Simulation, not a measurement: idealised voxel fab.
This section sets out a process module, namely voxel spacer lines.
Pictured: cross-section cut, 140 nm wide, on a grid of 5 nm square cells.
Cross-section layout: square cells on a grid; listed as bands, top to bottom; a band spans one or more cell rows.
Top, bottom (nm), then materials left to right with widths (nm); lone material tagged "full width" fills the whole band edge to edge; "empty" = empty space.
Counting heights begins at 0, where everything beneath is, in the wafer as received, one material. The lowest band has no bottom; it goes on downwards, as "0..down" shows.
A width given as "30..40" starts at the first number in the band's top row and ends at the second number in its bottom row, shifting by an equal amount at every step from row to row.
Step note "no modification" = no cross-section cell changed.
Heads up: "Enclosed cavity list" only lists the empty pockets with no open path to the top that are 8 cells or more, and it writes them as width x height at distance, distance from the left edge, in nm.
Whatever follows a step's settings on its line is a remark the simulator itself makes about that step.
overlay nm: mask right of planned place by this much (step with mask). Neg. = left.
Pairs, read this way: before one process step on the one hand, after it on the other, the after cross-section ending at the lowest band that changed; the step between, settings included, beneath. Same starting wafer throughout, but possibly different runs of this module, so no pair continues from the pair above unless its entry headed "Pre-step snapshot" says so.
Pre-step snapshot:
    0..down: Si full width
    Enclosed cavity list: none
As Processed:
    5..0: SiO2 full width
    Note: structure below 0 unchanged.
    Enclosed cavity list: none
Between the two cross-sections shown above lies CONFORMAL_DEP with material SiO2, thk nm 5
Pre-step snapshot: The pre-step condition corresponds to the post-step cross-section depicted in the pair directly above.
As Processed:
    25..5: TiN full width
    Note: structure below 5 unchanged.
    Enclosed cavity list: none
Between the two cross-sections shown above lies DIRECTIONAL_DEP with material TiN, thk nm 20
Pre-step snapshot: The pre-step condition corresponds to the post-step cross-section depicted in the pair directly above.
As Processed:
    45..25: aC full width
    Note: structure below 25 unchanged.
    Enclosed cavity list: none
Between the two cross-sections shown above lies DIRECTIONAL_DEP with material aC, thk nm 20
Pre-step snapshot: The pre-step condition corresponds to the post-step cross-section depicted in the pair directly above.
As Processed:
    75..45: empty (30), then resist (20), then empty (40), then resist (20), then empty (30)
    Note: structure below 45 unchanged.
    Enclosed cavity list: none
Between the two cross-sections shown above lies PATTERN with tone cover, mask id MANDREL, material resist, width nm 20, pitch nm 60, thk nm 30, overlay nm 0
Pre-step snapshot: The pre-step condition corresponds to the post-step cross-section depicted in the pair directly above.
As Processed:
    55..45: empty (30), then resist (20), then empty (40), then resist (20), then empty (30)
    45..25: empty (30), then aC (20), then empty (40), then aC (20), then empty (30)
    Note: structure below 25 unchanged.
    Enclosed cavity list: none
Between the two cross-sections shown above lies DIRECTIONAL_ETCH with etch materials aC, depth nm 20
Pre-step snapshot: The pre-step condition corresponds to the post-step cross-section depicted in the pair directly above.
As Processed:
    45..25: empty (30), then aC (20), then empty (40), then aC (20), then empty (30)
    Note: structure below 25 unchanged.
    Enclosed cavity list: none
Between the two cross-sections shown above lies STRIP with etch materials resist
Pre-step snapshot: The pre-step condition corresponds to the post-step cross-section depicted in the pair directly above.
As Processed:
    55..45: empty (20), then SiN (40), then empty (20), then SiN (40), then empty (20)
    45..35: empty (20), then SiN (10), then aC (20), then SiN (10), then empty (20), then SiN (10), then aC (20), then SiN (10), then empty (20)
    35..25: SiN (30), then aC (20), then SiN (40), then aC (20), then SiN (30)
    Note: structure below 25 unchanged.
    Enclosed cavity list: none
Between the two cross-sections shown above lies CONFORMAL_DEP with material SiN, thk nm 10
Pre-step snapshot: The pre-step condition corresponds to the post-step cross-section depicted in the pair directly above.
As Processed:
    45..25: empty (20), then SiN (10), then aC (20), then SiN (10), then empty (20), then SiN (10), then aC (20), then SiN (10), then empty (20)
    Note: structure below 25 unchanged.
    Enclosed cavity list: none
Between the two cross-sections shown above lies DIRECTIONAL_ETCH with etch materials SiN, depth nm 10
Pre-step snapshot: The pre-step condition corresponds to the post-step cross-section depicted in the pair directly above.
As Processed:
    45..25: empty (20), then SiN (10), then empty (20), then SiN (10), then empty (20), then SiN (10), then empty (20), then SiN (10), then empty (20)
    Note: structure below 25 unchanged.
    Enclosed cavity list: none
Between the two cross-sections shown above lies STRIP with etch materials aC
Pre-step snapshot: The pre-step condition corresponds to the post-step cross-section depicted in the pair directly above.
As Processed:
    45..25: empty (20), then SiN (10), then empty (20), then SiN (10), then empty (20), then SiN (10), then empty (20), then SiN (10), then empty (20)
    25..5: empty (20), then TiN (10), then empty (20), then TiN (10), then empty (20), then TiN (10), then empty (20), then TiN (10), then empty (20)
    Note: structure below 5 unchanged.
    Enclosed cavity list: none
Between the two cross-sections shown above lies DIRECTIONAL_ETCH with etch materials TiN, depth nm 20
Pre-step snapshot: The pre-step condition corresponds to the post-step cross-section depicted in the pair directly above.
As Processed:
    25..5: empty (20), then TiN (10), then empty (20), then TiN (10), then empty (20), then TiN (10), then empty (20), then TiN (10), then empty (20)
    Note: structure below 5 unchanged.
    Enclosed cavity list: none
Between the two cross-sections shown above lies STRIP with etch materials SiN
Pre-step snapshot: The pre-step condition corresponds to the post-step cross-section depicted in the pair directly above.
As Processed:
    30..25: SiO2 full width
    25..5: SiO2 (20), then TiN (10), then SiO2 (20), then TiN (10), then SiO2 (20), then TiN (10), then SiO2 (20), then TiN (10), then SiO2 (20)
    Note: structure below 5 unchanged.
    Enclosed cavity list: none
Between the two cross-sections shown above lies FILL_DEP with material SiO2, thk nm 5
Pre-step snapshot: The pre-step condition corresponds to the post-step cross-section depicted in the pair directly above.
As Processed:
    25..5: SiO2 (20), then TiN (10), then SiO2 (20), then TiN (10), then SiO2 (20), then TiN (10), then SiO2 (20), then TiN (10), then SiO2 (20)
    Note: structure below 5 unchanged.
    Enclosed cavity list: none
Between the two cross-sections shown above lies CMP with height nm 25
Pre-step snapshot:
    0..down: Si full width
    Enclosed cavity list: none
As Processed:
    20..0: TiN full width
    Note: structure below 0 unchanged.
    Enclosed cavity list: none
Between the two cross-sections shown above lies DIRECTIONAL_DEP with material TiN, thk nm 20
Pre-step snapshot: The pre-step condition corresponds to the post-step cross-section depicted in the pair directly above.
As Processed:
    40..20: aC full width
    Note: structure below 20 unchanged.
    Enclosed cavity list: none
Between the two cross-sections shown above lies DIRECTIONAL_DEP with material aC, thk nm 20
Pre-step snapshot: The pre-step condition corresponds to the post-step cross-section depicted in the pair directly above.
As Processed:
    70..40: empty (30), then resist (20), then empty (40), then resist (20), then empty (30)
    Note: structure below 40 unchanged.
    Enclosed cavity list: none
Between the two cross-sections shown above lies PATTERN with tone cover, mask id MANDREL, material resist, width nm 20, pitch nm 60, thk nm 30, overlay nm 0
Pre-step snapshot: The pre-step condition corresponds to the post-step cross-section depicted in the pair directly above.
As Processed:
    50..40: empty (30), then resist (20), then empty (40), then resist (20), then empty (30)
    40..20: empty (30), then aC (20), then empty (40), then aC (20), then empty (30)
    Note: structure below 20 unchanged.
    Enclosed cavity list: none
Between the two cross-sections shown above lies DIRECTIONAL_ETCH with etch materials aC, depth nm 20
Pre-step snapshot: The pre-step condition corresponds to the post-step cross-section depicted in the pair directly above.
As Processed:
    40..20: empty (30), then aC (20), then empty (40), then aC (20), then empty (30)
    Note: structure below 20 unchanged.
    Enclosed cavity list: none
Between the two cross-sections shown above lies STRIP with etch materials resist
Pre-step snapshot: The pre-step condition corresponds to the post-step cross-section depicted in the pair directly above.
As Processed:
    50..40: empty (20), then SiN (40), then empty (20), then SiN (40), then empty (20)
    40..30: empty (20), then SiN (10), then aC (20), then SiN (10), then empty (20), then SiN (10), then aC (20), then SiN (10), then empty (20)
    30..20: SiN (30), then aC (20), then SiN (40), then aC (20), then SiN (30)
    Note: structure below 20 unchanged.
    Enclosed cavity list: none
Between the two cross-sections shown above lies CONFORMAL_DEP with material SiN, thk nm 10
Pre-step snapshot: The pre-step condition corresponds to the post-step cross-section depicted in the pair directly above.
As Processed:
    40..20: empty (20), then SiN (10), then aC (20), then SiN (10), then empty (20), then SiN (10), then aC (20), then SiN (10), then empty (20)
    Note: structure below 20 unchanged.
    Enclosed cavity list: none
Between the two cross-sections shown above lies DIRECTIONAL_ETCH with etch materials SiN, depth nm 10
Pre-step snapshot: The pre-step condition corresponds to the post-step cross-section depicted in the pair directly above.
As Processed:
    40..20: empty (20), then SiN (10), then empty (20), then SiN (10), then empty (20), then SiN (10), then empty (20), then SiN (10), then empty (20)
    Note: structure below 20 unchanged.
    Enclosed cavity list: none
Between the two cross-sections shown above lies STRIP with etch materials aC
Pre-step snapshot: The pre-step condition corresponds to the post-step cross-section depicted in the pair directly above.
As Processed:
    40..20: empty (20), then SiN (10), then empty (20), then SiN (10), then empty (20), then SiN (10), then empty (20), then SiN (10), then empty (20)
    20..0: empty (20), then TiN (10), then empty (20), then TiN (10), then empty (20), then TiN (10), then empty (20), then TiN (10), then empty (20)
    Note: structure below 0 unchanged.
    Enclosed cavity list: none
Between the two cross-sections shown above lies DIRECTIONAL_ETCH with etch materials TiN, depth nm 20
Pre-step snapshot: The pre-step condition corresponds to the post-step cross-section depicted in the pair directly above.
As Processed:
    20..0: empty (20), then TiN (10), then empty (20), then TiN (10), then empty (20), then TiN (10), then empty (20), then TiN (10), then empty (20)
    Note: structure below 0 unchanged.
    Enclosed cavity list: none
Between the two cross-sections shown above lies STRIP with etch materials SiN
Pre-step snapshot: The pre-step condition corresponds to the post-step cross-section depicted in the pair directly above.
As Processed:
    25..20: SiO2 full width
    20..0: SiO2 (20), then TiN (10), then SiO2 (20), then TiN (10), then SiO2 (20), then TiN (10), then SiO2 (20), then TiN (10), then SiO2 (20)
    Note: structure below 0 unchanged.
    Enclosed cavity list: none
Between the two cross-sections shown above lies FILL_DEP with material SiO2, thk nm 5
Pre-step snapshot:
    30..25: SiO2 full width
    25..5: SiO2 (20), then TiN (10), then SiO2 (20), then TiN (10), then SiO2 (20), then TiN (10), then SiO2 (20), then TiN (10), then SiO2 (20)
    5..0: SiO2 full width
    0..down: Si full width
    Enclosed cavity list: none
As Processed:
    35..25: SiO2 full width
    Note: structure below 25 unchanged.
    Enclosed cavity list: none
Between the two cross-sections shown above lies FILL_DEP with material SiO2, thk nm 5
Pre-step snapshot: The pre-step condition corresponds to the post-step cross-section depicted in the pair directly above.
As Processed:
    25..5: SiO2 (20), then TiN (10), then SiO2 (20), then TiN (10), then SiO2 (20), then TiN (10), then SiO2 (20), then TiN (10), then SiO2 (20)
    Note: structure below 5 unchanged.
    Enclosed cavity list: none
Between the two cross-sections shown above lies CMP with height nm 25
Pre-step snapshot:
    5..0: SiO2 full width
    0..down: Si full width
    Enclosed cavity list: none
As Processed:
    25..5: aC full width
    Note: structure below 5 unchanged.
    Enclosed cavity list: none
Between the two cross-sections shown above lies DIRECTIONAL_DEP with material aC, thk nm 20
Pre-step snapshot: The pre-step condition corresponds to the post-step cross-section depicted in the pair directly above.
As Processed:
    45..25: TiN full width
    Note: structure below 25 unchanged.
    Enclosed cavity list: none
Between the two cross-sections shown above lies DIRECTIONAL_DEP with material TiN, thk nm 20
Pre-step snapshot: The pre-step condition corresponds to the post-step cross-section depicted in the pair directly above.
As Processed:
    75..45: empty (30), then resist (20), then empty (40), then resist (20), then empty (30)
    Note: structure below 45 unchanged.
    Enclosed cavity list: none
Between the two cross-sections shown above lies PATTERN with tone cover, mask id MANDREL, material resist, width nm 20, pitch nm 60, thk nm 30, overlay nm 0
Pre-step snapshot: The pre-step condition corresponds to the post-step cross-section depicted in the pair directly above.
As Processed:
    55..45: empty (30), then resist (20), then empty (40), then resist (20), then empty (30)
    Note: structure below 45 unchanged.
    Enclosed cavity list: none
Between the two cross-sections shown above lies DIRECTIONAL_ETCH with etch materials aC, depth nm 20
Pre-step snapshot: The pre-step condition corresponds to the post-step cross-section depicted in the pair directly above.
As Processed:
    45..25: TiN full width
    Note: structure below 25 unchanged.
    Enclosed cavity list: none
Between the two cross-sections shown above lies STRIP with etch materials resist
Pre-step snapshot: The pre-step condition corresponds to the post-step cross-section depicted in the pair directly above.
As Processed:
    55..45: SiN full width
    Note: structure below 45 unchanged.
    Enclosed cavity list: none
Between the two cross-sections shown above lies CONFORMAL_DEP with material SiN, thk nm 10
Pre-step snapshot: The pre-step condition corresponds to the post-step cross-section depicted in the pair directly above.
As Processed:
    45..25: TiN full width
    Note: structure below 25 unchanged.
    Enclosed cavity list: none
Between the two cross-sections shown above lies DIRECTIONAL_ETCH with etch materials SiN, depth nm 10
Pre-step snapshot: The pre-step condition corresponds to the post-step cross-section depicted in the pair directly above.
As Processed:
    25..5: aC full width
    Note: structure below 5 unchanged.
    Enclosed cavity list: none
Between the two cross-sections shown above lies DIRECTIONAL_ETCH with etch materials TiN, depth nm 20
Pre-step snapshot: The pre-step condition corresponds to the post-step cross-section depicted in the pair directly above.
As Processed:
    30..25: SiO2 full width
    Note: structure below 25 unchanged.
    Enclosed cavity list: none
Between the two cross-sections shown above lies FILL_DEP with material SiO2, thk nm 5
Pre-step snapshot: The pre-step condition corresponds to the post-step cross-section depicted in the pair directly above.
As Processed:
    25..5: aC full width
    Note: structure below 5 unchanged.
    Enclosed cavity list: none
Between the two cross-sections shown above lies CMP with height nm 25
Pre-step snapshot:
    45..25: empty (30), then aC (20), then empty (40), then aC (20), then empty (30)
    25..5: TiN full width
    5..0: SiO2 full width
    0..down: Si full width
    Enclosed cavity list: none
As Processed:
    50..45: empty (25), then SiN (30), then empty (30), then SiN (30), then empty (25)
    45..30: empty (25), then SiN (5), then aC (20), then SiN (5), then empty (30), then SiN (5), then aC (20), then SiN (5), then empty (25)
    30..25: SiN (30), then aC (20), then SiN (40), then aC (20), then SiN (30)
    Note: structure below 25 unchanged.
    Enclosed cavity list: none
Between the two cross-sections shown above lies CONFORMAL_DEP with material SiN, thk nm 5
Pre-step snapshot: The pre-step condition corresponds to the post-step cross-section depicted in the pair directly above.
As Processed:
    45..40: empty (30), then aC (20), then empty (40), then aC (20), then empty (30)
    40..25: empty (25), then SiN (5), then aC (20), then SiN (5), then empty (30), then SiN (5), then aC (20), then SiN (5), then empty (25)
    Note: structure below 25 unchanged.
    Enclosed cavity list: none
Between the two cross-sections shown above lies DIRECTIONAL_ETCH with etch materials SiN, depth nm 10
Pre-step snapshot: The pre-step condition corresponds to the post-step cross-section depicted in the pair directly above.
As Processed:
    40..25: empty (25), then SiN (5), then empty (20), then SiN (5), then empty (30), then SiN (5), then empty (20), then SiN (5), then empty (25)
    Note: structure below 25 unchanged.
    Enclosed cavity list: none
Between the two cross-sections shown above lies STRIP with etch materials aC
Pre-step snapshot: The pre-step condition corresponds to the post-step cross-section depicted in the pair directly above.
As Processed:
    40..25: empty (25), then SiN (5), then empty (20), then SiN (5), then empty (30), then SiN (5), then empty (20), then SiN (5), then empty (25)
    25..5: empty (25), then TiN (5), then empty (20), then TiN (5), then empty (30), then TiN (5), then empty (20), then TiN (5), then empty (25)
    Note: structure below 5 unchanged.
    Enclosed cavity list: none
Between the two cross-sections shown above lies DIRECTIONAL_ETCH with etch materials TiN, depth nm 20
Pre-step snapshot: The pre-step condition corresponds to the post-step cross-section depicted in the pair directly above.
As Processed:
    25..5: empty (25), then TiN (5), then empty (20), then TiN (5), then empty (30), then TiN (5), then empty (20), then TiN (5), then empty (25)
    Note: structure below 5 unchanged.
    Enclosed cavity list: none
Between the two cross-sections shown above lies STRIP with etch materials SiN
Pre-step snapshot: The pre-step condition corresponds to the post-step cross-section depicted in the pair directly above.
As Processed:
    30..25: SiO2 full width
    25..5: SiO2 (25), then TiN (5), then SiO2 (20), then TiN (5), then SiO2 (30), then TiN (5), then SiO2 (20), then TiN (5), then SiO2 (25)
    Note: structure below 5 unchanged.
    Enclosed cavity list: none
Between the two cross-sections shown above lies FILL_DEP with material SiO2, thk nm 5
Pre-step snapshot: The pre-step condition corresponds to the post-step cross-section depicted in the pair directly above.
As Processed:
    25..5: SiO2 (25), then TiN (5), then SiO2 (20), then TiN (5), then SiO2 (30), then TiN (5), then SiO2 (20), then TiN (5), then SiO2 (25)
    Note: structure below 5 unchanged.
    Enclosed cavity list: none
Between the two cross-sections shown above lies CMP with height nm 25
Pre-step snapshot:
    45..25: aC full width
    25..5: TiN full width
    5..0: SiO2 full width
    0..down: Si full width
    Enclosed cavity list: none
As Processed:
    75..45: empty (30), then resist (25), then empty (35), then resist (25), then empty (25)
    Note: structure below 45 unchanged.
    Enclosed cavity list: none
Between the two cross-sections shown above lies PATTERN with tone cover, mask id MANDREL, material resist, width nm 25, pitch nm 60, thk nm 30, overlay nm 0
Pre-step snapshot: The pre-step condition corresponds to the post-step cross-section depicted in the pair directly above.
As Processed:
    55..45: empty (30), then resist (25), then empty (35), then resist (25), then empty (25)
    45..25: empty (30), then aC (25), then empty (35), then aC (25), then empty (25)
    Note: structure below 25 unchanged.
    Enclosed cavity list: none
Between the two cross-sections shown above lies DIRECTIONAL_ETCH with etch materials aC, depth nm 20
Pre-step snapshot: The pre-step condition corresponds to the post-step cross-section depicted in the pair directly above.
As Processed:
    45..25: empty (30), then aC (25), then empty (35), then aC (25), then empty (25)
    Note: structure below 25 unchanged.
    Enclosed cavity list: none
Between the two cross-sections shown above lies STRIP with etch materials resist
Pre-step snapshot: The pre-step condition corresponds to the post-step cross-section depicted in the pair directly above.
As Processed:
    55..45: empty (20), then SiN (45), then empty (15), then SiN (45), then empty (15)
    45..35: empty (20), then SiN (10), then aC (25), then SiN (10), then empty (15), then SiN (10), then aC (25), then SiN (10), then empty (15)
    35..25: SiN (30), then aC (25), then SiN (35), then aC (25), then SiN (25)
    Note: structure below 25 unchanged.
    Enclosed cavity list: none
Between the two cross-sections shown above lies CONFORMAL_DEP with material SiN, thk nm 10
Pre-step snapshot: The pre-step condition corresponds to the post-step cross-section depicted in the pair directly above.
As Processed:
    45..25: empty (20), then SiN (10), then aC (25), then SiN (10), then empty (15), then SiN (10), then aC (25), then SiN (10), then empty (15)
    Note: structure below 25 unchanged.
    Enclosed cavity list: none
Between the two cross-sections shown above lies DIRECTIONAL_ETCH with etch materials SiN, depth nm 10
Pre-step snapshot: The pre-step condition corresponds to the post-step cross-section depicted in the pair directly above.
As Processed:
    45..25: empty (20), then SiN (10), then empty (25), then SiN (10), then empty (15), then SiN (10), then empty (25), then SiN (10), then empty (15)
    Note: structure below 25 unchanged.
    Enclosed cavity list: none
Between the two cross-sections shown above lies STRIP with etch materials aC
Pre-step snapshot: The pre-step condition corresponds to the post-step cross-section depicted in the pair directly above.
As Processed:
    45..25: empty (20), then SiN (10), then empty (25), then SiN (10), then empty (15), then SiN (10), then empty (25), then SiN (10), then empty (15)
    25..5: empty (20), then TiN (10), then empty (25), then TiN (10), then empty (15), then TiN (10), then empty (25), then TiN (10), then empty (15)
    Note: structure below 5 unchanged.
    Enclosed cavity list: none
Between the two cross-sections shown above lies DIRECTIONAL_ETCH with etch materials TiN, depth nm 20
Pre-step snapshot: The pre-step condition corresponds to the post-step cross-section depicted in the pair directly above.
As Processed:
    25..5: empty (20), then TiN (10), then empty (25), then TiN (10), then empty (15), then TiN (10), then empty (25), then TiN (10), then empty (15)
    Note: structure below 5 unchanged.
    Enclosed cavity list: none
Between the two cross-sections shown above lies STRIP with etch materials SiN
Pre-step snapshot: The pre-step condition corresponds to the post-step cross-section depicted in the pair directly above.
As Processed:
    30..25: SiO2 full width
    25..5: SiO2 (20), then TiN (10), then SiO2 (25), then TiN (10), then SiO2 (15), then TiN (10), then SiO2 (25), then TiN (10), then SiO2 (15)
    Note: structure below 5 unchanged.
    Enclosed cavity list: none
Between the two cross-sections shown above lies FILL_DEP with material SiO2, thk nm 5
Pre-step snapshot: The pre-step condition corresponds to the post-step cross-section depicted in the pair directly above.
As Processed:
    25..5: SiO2 (20), then TiN (10), then SiO2 (25), then TiN (10), then SiO2 (15), then TiN (10), then SiO2 (25), then TiN (10), then SiO2 (15)
    Note: structure below 5 unchanged.
    Enclosed cavity list: none
Between the two cross-sections shown above lies CMP with height nm 25
Pre-step snapshot:
    45..25: aC full width
    25..5: TiN full width
    5..0: SiO2 full width
    0..down: Si full width
    Enclosed cavity list: none
As Processed:
    75..45: empty (35), then resist (20), then empty (40), then resist (20), then empty (25)
    Note: structure below 45 unchanged.
    Enclosed cavity list: none
Between the two cross-sections shown above lies PATTERN with tone cover, mask id MANDREL, material resist, width nm 20, pitch nm 60, thk nm 30, overlay nm 5
Pre-step snapshot: The pre-step condition corresponds to the post-step cross-section depicted in the pair directly above.
As Processed:
    55..45: empty (35), then resist (20), then empty (40), then resist (20), then empty (25)
    45..25: empty (35), then aC (20), then empty (40), then aC (20), then empty (25)
    Note: structure below 25 unchanged.
    Enclosed cavity list: none
Between the two cross-sections shown above lies DIRECTIONAL_ETCH with etch materials aC, depth nm 20
Pre-step snapshot: The pre-step condition corresponds to the post-step cross-section depicted in the pair directly above.
As Processed:
    45..25: empty (35), then aC (20), then empty (40), then aC (20), then empty (25)
    Note: structure below 25 unchanged.
    Enclosed cavity list: none
Between the two cross-sections shown above lies STRIP with etch materials resist
Pre-step snapshot: The pre-step condition corresponds to the post-step cross-section depicted in the pair directly above.
As Processed:
    55..45: empty (25), then SiN (40), then empty (20), then SiN (40), then empty (15)
    45..35: empty (25), then SiN (10), then aC (20), then SiN (10), then empty (20), then SiN (10), then aC (20), then SiN (10), then empty (15)
    35..25: SiN (35), then aC (20), then SiN (40), then aC (20), then SiN (25)
    Note: structure below 25 unchanged.
    Enclosed cavity list: none
Between the two cross-sections shown above lies CONFORMAL_DEP with material SiN, thk nm 10
Pre-step snapshot: The pre-step condition corresponds to the post-step cross-section depicted in the pair directly above.
As Processed:
    45..25: empty (25), then SiN (10), then aC (20), then SiN (10), then empty (20), then SiN (10), then aC (20), then SiN (10), then empty (15)
    Note: structure below 25 unchanged.
    Enclosed cavity list: none
Between the two cross-sections shown above lies DIRECTIONAL_ETCH with etch materials SiN, depth nm 10
Pre-step snapshot: The pre-step condition corresponds to the post-step cross-section depicted in the pair directly above.
As Processed:
    45..25: empty (25), then SiN (10), then empty (20), then SiN (10), then empty (20), then SiN (10), then empty (20), then SiN (10), then empty (15)
    Note: structure below 25 unchanged.
    Enclosed cavity list: none
Between the two cross-sections shown above lies STRIP with etch materials aC
Pre-step snapshot: The pre-step condition corresponds to the post-step cross-section depicted in the pair directly above.
As Processed:
    45..25: empty (25), then SiN (10), then empty (20), then SiN (10), then empty (20), then SiN (10), then empty (20), then SiN (10), then empty (15)
    25..5: empty (25), then TiN (10), then empty (20), then TiN (10), then empty (20), then TiN (10), then empty (20), then TiN (10), then empty (15)
    Note: structure below 5 unchanged.
    Enclosed cavity list: none
Between the two cross-sections shown above lies DIRECTIONAL_ETCH with etch materials TiN, depth nm 20
Pre-step snapshot: The pre-step condition corresponds to the post-step cross-section depicted in the pair directly above.
As Processed:
    25..5: empty (25), then TiN (10), then empty (20), then TiN (10), then empty (20), then TiN (10), then empty (20), then TiN (10), then empty (15)
    Note: structure below 5 unchanged.
    Enclosed cavity list: none
Between the two cross-sections shown above lies STRIP with etch materials SiN
Pre-step snapshot: The pre-step condition corresponds to the post-step cross-section depicted in the pair directly above.
As Processed:
    30..25: SiO2 full width
    25..5: SiO2 (25), then TiN (10), then SiO2 (20), then TiN (10), then SiO2 (20), then TiN (10), then SiO2 (20), then TiN (10), then SiO2 (15)
    Note: structure below 5 unchanged.
    Enclosed cavity list: none
Between the two cross-sections shown above lies FILL_DEP with material SiO2, thk nm 5
Pre-step snapshot: The pre-step condition corresponds to the post-step cross-section depicted in the pair directly above.
As Processed:
    25..5: SiO2 (25), then TiN (10), then SiO2 (20), then TiN (10), then SiO2 (20), then TiN (10), then SiO2 (20), then TiN (10), then SiO2 (15)
    Note: structure below 5 unchanged.
    Enclosed cavity list: none
Between the two cross-sections shown above lies CMP with height nm 25
Pre-step snapshot:
    0..down: Si full width
    Enclosed cavity list: none
As Processed:
    5..0: aC full width
    Note: structure below 0 unchanged.
    Enclosed cavity list: none
Between the two cross-sections shown above lies CONFORMAL_DEP with material aC, thk nm 5
Pre-step snapshot: The pre-step condition corresponds to the post-step cross-section depicted in the pair directly above.
As Processed:
    25..5: TiN full width
    Note: structure below 5 unchanged.
    Enclosed cavity list: none
Between the two cross-sections shown above lies DIRECTIONAL_DEP with material TiN, thk nm 20
Pre-step snapshot: The pre-step condition corresponds to the post-step cross-section depicted in the pair directly above.
As Processed:
    45..25: aC full width
    Note: structure below 25 unchanged.
    Enclosed cavity list: none
Between the two cross-sections shown above lies DIRECTIONAL_DEP with material aC, thk nm 20
Pre-step snapshot: The pre-step condition corresponds to the post-step cross-section depicted in the pair directly above.
As Processed:
    75..45: empty (30), then resist (20), then empty (40), then resist (20), then empty (30)
    Note: structure below 45 unchanged.
    Enclosed cavity list: none
Between the two cross-sections shown above lies PATTERN with tone cover, mask id MANDREL, material resist, width nm 20, pitch nm 60, thk nm 30, overlay nm 0
Pre-step snapshot: The pre-step condition corresponds to the post-step cross-section depicted in the pair directly above.
As Processed:
    55..45: empty (30), then resist (20), then empty (40), then resist (20), then empty (30)
    45..25: empty (30), then aC (20), then empty (40), then aC (20), then empty (30)
    Note: structure below 25 unchanged.
    Enclosed cavity list: none
Between the two cross-sections shown above lies DIRECTIONAL_ETCH with etch materials aC, depth nm 20
Pre-step snapshot: The pre-step condition corresponds to the post-step cross-section depicted in the pair directly above.
As Processed:
    45..25: empty (30), then aC (20), then empty (40), then aC (20), then empty (30)
    Note: structure below 25 unchanged.
    Enclosed cavity list: none
Between the two cross-sections shown above lies STRIP with etch materials resist
Pre-step snapshot: The pre-step condition corresponds to the post-step cross-section depicted in the pair directly above.
As Processed:
    55..45: empty (20), then SiN (40), then empty (20), then SiN (40), then empty (20)
    45..35: empty (20), then SiN (10), then aC (20), then SiN (10), then empty (20), then SiN (10), then aC (20), then SiN (10), then empty (20)
    35..25: SiN (30), then aC (20), then SiN (40), then aC (20), then SiN (30)
    Note: structure below 25 unchanged.
    Enclosed cavity list: none
Between the two cross-sections shown above lies CONFORMAL_DEP with material SiN, thk nm 10
Pre-step snapshot: The pre-step condition corresponds to the post-step cross-section depicted in the pair directly above.
As Processed:
    45..25: empty (20), then SiN (10), then aC (20), then SiN (10), then empty (20), then SiN (10), then aC (20), then SiN (10), then empty (20)
    Note: structure below 25 unchanged.
    Enclosed cavity list: none
Between the two cross-sections shown above lies DIRECTIONAL_ETCH with etch materials SiN, depth nm 10
Pre-step snapshot: The pre-step condition corresponds to the post-step cross-section depicted in the pair directly above.
As Processed:
    45..25: empty (20), then SiN (10), then empty (20), then SiN (10), then empty (20), then SiN (10), then empty (20), then SiN (10), then empty (20)
    Note: structure below 25 unchanged.
    Enclosed cavity list: none
Between the two cross-sections shown above lies STRIP with etch materials aC
Pre-step snapshot: The pre-step condition corresponds to the post-step cross-section depicted in the pair directly above.
As Processed:
    45..25: empty (20), then SiN (10), then empty (20), then SiN (10), then empty (20), then SiN (10), then empty (20), then SiN (10), then empty (20)
    25..5: empty (20), then TiN (10), then empty (20), then TiN (10), then empty (20), then TiN (10), then empty (20), then TiN (10), then empty (20)
    Note: structure below 5 unchanged.
    Enclosed cavity list: none
Between the two cross-sections shown above lies DIRECTIONAL_ETCH with etch materials TiN, depth nm 20
Pre-step snapshot: The pre-step condition corresponds to the post-step cross-section depicted in the pair directly above.
As Processed:
    25..5: empty (20), then TiN (10), then empty (20), then TiN (10), then empty (20), then TiN (10), then empty (20), then TiN (10), then empty (20)
    Note: structure below 5 unchanged.
    Enclosed cavity list: none
Between the two cross-sections shown above lies STRIP with etch materials SiN
Pre-step snapshot: The pre-step condition corresponds to the post-step cross-section depicted in the pair directly above.
As Processed:
    30..25: SiO2 full width
    25..5: SiO2 (20), then TiN (10), then SiO2 (20), then TiN (10), then SiO2 (20), then TiN (10), then SiO2 (20), then TiN (10), then SiO2 (20)
    Note: structure below 5 unchanged.
    Enclosed cavity list: none
Between the two cross-sections shown above lies FILL_DEP with material SiO2, thk nm 5
Pre-step snapshot: The pre-step condition corresponds to the post-step cross-section depicted in the pair directly above.
As Processed:
    25..5: SiO2 (20), then TiN (10), then SiO2 (20), then TiN (10), then SiO2 (20), then TiN (10), then SiO2 (20), then TiN (10), then SiO2 (20)
    Note: structure below 5 unchanged.
    Enclosed cavity list: none
Between the two cross-sections shown above lies CMP with height nm 25
